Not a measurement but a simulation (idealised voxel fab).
process module | voxel quadruple lines
cross-section cut | 205 nm wide | cells 5 nm
A cross-section is a grid of square cells, given in bands from the top down. A band is one or more rows of cells.
Each band's line starts with the height of the band's top and of its bottom, in nm. Then come its materials from left to right, each with its width in nm. One material with "throughout" fills the band from edge to edge. "air" is empty space.
Height 0 is the level under which the wafer as received is all one material. The lowest band goes on downwards, as in "0 down".
A width such as "30 to 40" changes by the same amount from each row of cells to the next, from the band's top row to its bottom row.
"no change" after a step means that no cell of the cross-section changed.
closed voids: empty space of 8 cells or more with no open way to the top, each as width x height at its distance from the left edge, in nm
after a step's settings: what the simulator itself notes on the step
overlay nm, on a step with a mask: how far to the right of its planned place the mask lay; to the left if negative
plan
1 op RECEIVE | material Si
2 op CONFORMAL_DEP | material SiO2 | thk nm 5
3 op DIRECTIONAL_DEP | material Ru | thk nm 15
4 op DIRECTIONAL_DEP | material polySi | thk nm 15
5 op DIRECTIONAL_DEP | material aC | thk nm 20
6 op PATTERN | tone cover | mask id MANDREL | material resist | width nm 20 | pitch nm 60 | thk nm 25 | overlay nm 0
7 op DIRECTIONAL_ETCH | etch materials aC | depth nm 20
8 op STRIP | etch materials resist
9 op CONFORMAL_DEP | material SiO2 | thk nm 10
10 op DIRECTIONAL_ETCH | etch materials SiO2 | depth nm 10
11 op STRIP | etch materials aC
12 op DIRECTIONAL_ETCH | etch materials polySi | depth nm 15
13 op STRIP | etch materials SiO2
14 op CONFORMAL_DEP | material SiN | thk nm 5
15 op DIRECTIONAL_ETCH | etch materials SiN | depth nm 5
16 op STRIP | etch materials polySi
17 op DIRECTIONAL_ETCH | etch materials Ru | depth nm 15
18 op STRIP | etch materials SiN
first wafer, as planned
as received, after step 1
  0 down: Si throughout
  closed voids: none
after step 2
  5 to 0: SiO2 throughout
  below 0: unchanged
after step 3
  20 to 5: Ru throughout
  below 5: unchanged
after step 4
  35 to 20: polySi throughout
  below 20: unchanged
after step 5
  55 to 35: aC throughout
  below 35: unchanged
after step 6
  80 to 55: air 60 | resist 20 | air 40 | resist 20 | air 65
  below 55: unchanged
after step 7
  60 to 55: air 60 | resist 20 | air 40 | resist 20 | air 65
  55 to 35: air 60 | aC 20 | air 40 | aC 20 | air 65
  below 35: unchanged
after step 8
  55 to 35: air 60 | aC 20 | air 40 | aC 20 | air 65
  below 35: unchanged
after step 9
  65 to 55: air 50 | SiO2 40 | air 20 | SiO2 40 | air 55
  55 to 45: air 50 | SiO2 10 | aC 20 | SiO2 10 | air 20 | SiO2 10 | aC 20 | SiO2 10 | air 55
  45 to 35: SiO2 60 | aC 20 | SiO2 40 | aC 20 | SiO2 65
  below 35: unchanged
after step 10
  55 to 35: air 50 | SiO2 10 | aC 20 | SiO2 10 | air 20 | SiO2 10 | aC 20 | SiO2 10 | air 55
  below 35: unchanged
after step 11
  55 to 35: air 50 | SiO2 10 | air 20 | SiO2 10 | air 20 | SiO2 10 | air 20 | SiO2 10 | air 55
  below 35: unchanged
after step 12
  55 to 35: air 50 | SiO2 10 | air 20 | SiO2 10 | air 20 | SiO2 10 | air 20 | SiO2 10 | air 55
  35 to 20: air 50 | polySi 10 | air 20 | polySi 10 | air 20 | polySi 10 | air 20 | polySi 10 | air 55
  below 20: unchanged
after step 13
  35 to 20: air 50 | polySi 10 | air 20 | polySi 10 | air 20 | polySi 10 | air 20 | polySi 10 | air 55
  below 20: unchanged
after step 14
  40 to 35: air 45 | SiN 20 | air 10 | SiN 20 | air 10 | SiN 20 | air 10 | SiN 20 | air 50
  35 to 25: air 45 | SiN 5 | polySi 10 | SiN 5 | air 10 | SiN 5 | polySi 10 | SiN 5 | air 10 | SiN 5 | polySi 10 | SiN 5 | air 10 | SiN 5 | polySi 10 | SiN 5 | air 50
  25 to 20: SiN 50 | polySi 10 | SiN 20 | polySi 10 | SiN 20 | polySi 10 | SiN 20 | polySi 10 | SiN 55
  below 20: unchanged
after step 15
  35 to 20: air 45 | SiN 5 | polySi 10 | SiN 5 | air 10 | SiN 5 | polySi 10 | SiN 5 | air 10 | SiN 5 | polySi 10 | SiN 5 | air 10 | SiN 5 | polySi 10 | SiN 5 | air 50
  below 20: unchanged
after step 16
  35 to 20: air 45 | SiN 5 | air 10 | SiN 5 | air 10 | SiN 5 | air 10 | SiN 5 | air 10 | SiN 5 | air 10 | SiN 5 | air 10 | SiN 5 | air 10 | SiN 5 | air 50
  below 20: unchanged
after step 17
  35 to 20: air 45 | SiN 5 | air 10 | SiN 5 | air 10 | SiN 5 | air 10 | SiN 5 | air 10 | SiN 5 | air 10 | SiN 5 | air 10 | SiN 5 | air 10 | SiN 5 | air 50
  20 to 5: air 45 | Ru 5 | air 10 | Ru 5 | air 10 | Ru 5 | air 10 | Ru 5 | air 10 | Ru 5 | air 10 | Ru 5 | air 10 | Ru 5 | air 10 | Ru 5 | air 50
  below 5: unchanged
after step 18
  20 to 5: air 45 | Ru 5 | air 10 | Ru 5 | air 10 | Ru 5 | air 10 | Ru 5 | air 10 | Ru 5 | air 10 | Ru 5 | air 10 | Ru 5 | air 10 | Ru 5 | air 50
  below 5: unchanged
second wafer: like start, like plan, one mistake. Through step 5 it matches the first wafer
when step 6 should have ended
  80 to 55: resist 60 | air 20 | resist 40 | air 20 | resist 65
  below 55: unchanged
when step 7 should have ended
  60 to 55: resist 60 | air 20 | resist 40 | air 20 | resist 65
  55 to 35: aC 60 | air 20 | aC 40 | air 20 | aC 65
  below 35: unchanged
when step 8 should have ended
  55 to 35: aC 60 | air 20 | aC 40 | air 20 | aC 65
  below 35: unchanged
when step 9 should have ended
  65 to 55: SiO2 throughout
  55 to 35: aC 60 | SiO2 20 | aC 40 | SiO2 20 | aC 65
  below 35: unchanged
when step 10 should have ended
  55 to 35: aC 60 | SiO2 20 | aC 40 | SiO2 20 | aC 65
  below 35: unchanged
when step 11 should have ended
  55 to 35: air 60 | SiO2 20 | air 40 | SiO2 20 | air 65
  below 35: unchanged
when step 12 should have ended
  55 to 35: air 60 | SiO2 20 | air 40 | SiO2 20 | air 65
  35 to 20: air 60 | polySi 20 | air 40 | polySi 20 | air 65
  below 20: unchanged
when step 13 should have ended
  35 to 20: air 60 | polySi 20 | air 40 | polySi 20 | air 65
  below 20: unchanged
when step 14 should have ended
  40 to 35: air 55 | SiN 30 | air 30 | SiN 30 | air 60
  35 to 25: air 55 | SiN 5 | polySi 20 | SiN 5 | air 30 | SiN 5 | polySi 20 | SiN 5 | air 60
  25 to 20: SiN 60 | polySi 20 | SiN 40 | polySi 20 | SiN 65
  below 20: unchanged
when step 15 should have ended
  35 to 20: air 55 | SiN 5 | polySi 20 | SiN 5 | air 30 | SiN 5 | polySi 20 | SiN 5 | air 60
  below 20: unchanged
when step 16 should have ended
  35 to 20: air 55 | SiN 5 | air 20 | SiN 5 | air 30 | SiN 5 | air 20 | SiN 5 | air 60
  below 20: unchanged
when step 17 should have ended
  35 to 20: air 55 | SiN 5 | air 20 | SiN 5 | air 30 | SiN 5 | air 20 | SiN 5 | air 60
  20 to 5: air 55 | Ru 5 | air 20 | Ru 5 | air 30 | Ru 5 | air 20 | Ru 5 | air 60
  below 5: unchanged
when step 18 should have ended
  20 to 5: air 55 | Ru 5 | air 20 | Ru 5 | air 30 | Ru 5 | air 20 | Ru 5 | air 60
  below 5: unchanged
what went wrong: step 6 ran as: op PATTERN | tone open | mask id MANDREL | material resist | width nm 20 | pitch nm 60 | thk nm 25 | overlay nm 0
at the end the second wafer has, in cells: 12 fewer of Ru
